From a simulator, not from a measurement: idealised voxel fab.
The following process module bears the name voxel self aligned vias.
We display cut, a cross-section 245 nm in width whose square cells are each 5 nm.
Cross-sections here: square-cell grids, written as top-down lists of bands, a band being one or more rows of cells. What a band's entry tells you: where the top is and where the bottom is, as heights in nm, and after that what lies inside, material by material from left to right, each with its width in nm. Empty space is written as the word "blank", and a single material marked with the word "everywhere" occupies the band from edge to edge. A quick word on heights: they are counted from 0, and under that level the wafer as it came to us is one material throughout. The lowest band is different from the rest in having no bottom; it simply continues downward, written as in "z 0 and below". A two-number width, for instance "30 to 40", indicates that the width is equal to the first number in the top row of the band and to the second number in the bottom row, and that it changes by a constant amount per row of cells. "nothing different" -> step changed no cross-section cell. Basically, "Enclosed internal cavities" tells you about the enclosed voids: empty spaces with no open way to the top, 8 cells or bigger, each written width x height at distance, where distance is from the left edge, all in nm. The remark found on a step's line after its settings is issued by the simulator itself and pertains to that step. overlay nm: on a step with a mask, how far right of its planned place the mask lay; negative means left.

# The planned process steps are enumerated hereunder
1,RECEIVE | material Si
2,CONFORMAL_DEP | material SiO2 | thk nm 10
3,CONFORMAL_DEP | material SiCN | thk nm 5
4,DIRECTIONAL_DEP | material SiO2 | thk nm 20
5,PATTERN | tone open | mask id LINES | material resist | width nm 30 | pitch nm 70 | thk nm 15 | overlay nm 0
6,DIRECTIONAL_ETCH | etch materials SiO2 | depth nm 30
7,STRIP | etch materials resist
8,CONFORMAL_DEP | material TiN | thk nm 5
9,FILL_DEP | material Ru | thk nm 5
10,CMP | height nm 45
11,SELECTIVE_ETCH | etch materials W Ru TiN | depth nm 5
12,FILL_DEP | material SiN | thk nm 5
13,CMP | height nm 45
14,DIRECTIONAL_DEP | material SiO2 | thk nm 20
15,DIRECTIONAL_DEP | material aC | thk nm 15
16,PATTERN | tone open | mask id VIAS | material resist | width nm 50 | pitch nm 140 | thk nm 35 | overlay nm 0
17,DIRECTIONAL_ETCH | etch materials aC | depth nm 15
18,STRIP | etch materials resist
19,DIRECTIONAL_ETCH | etch materials SiO2 | depth nm 20
20,DIRECTIONAL_ETCH | etch materials SiN | depth nm 5
21,STRIP | etch materials aC
22,CONFORMAL_DEP | material TiN | thk nm 5
23,FILL_DEP | material W | thk nm 5
24,CMP | height nm 65
25,CONFORMAL_DEP | material SiN | thk nm 5
Across this set of wafers, the varied parameter is the thk nm of step 4. Starting conditions are identical for every wafer, and the plan reports the value assigned to the first wafer.

# Cross-section, first of several wafers, as delivered after step 1
    z 0 and below  Si everywhere
    Enclosed internal cavities: none

# End of module, by wafer: material-by-material cell gain (+) or loss (-) since receipt, then closed voids
thk nm 20, +48 Ru, +49 SiCN, +78 SiN, +338 SiO2, +109 TiN, +64 W, Enclosed internal cavities: none
thk nm 25, +48 Ru, +49 SiCN, +78 SiN, +369 SiO2, +78 TiN, +64 W, Enclosed internal cavities: none
thk nm 30, +48 Ru, +49 SiCN, +55 SiN, +400 SiO2, +78 TiN, +56 W, Enclosed internal cavities: none
thk nm 35, +36 Ru, +49 SiCN, +55 SiN, +418 SiO2, +72 TiN, +56 W, Enclosed internal cavities: none
thk nm 40, +24 Ru, +49 SiCN, +55 SiN, +436 SiO2, +66 TiN, +56 W, Enclosed internal cavities: none
thk nm 45, +12 Ru, +49 SiCN, +55 SiN, +454 SiO2, +60 TiN, +56 W, Enclosed internal cavities: none
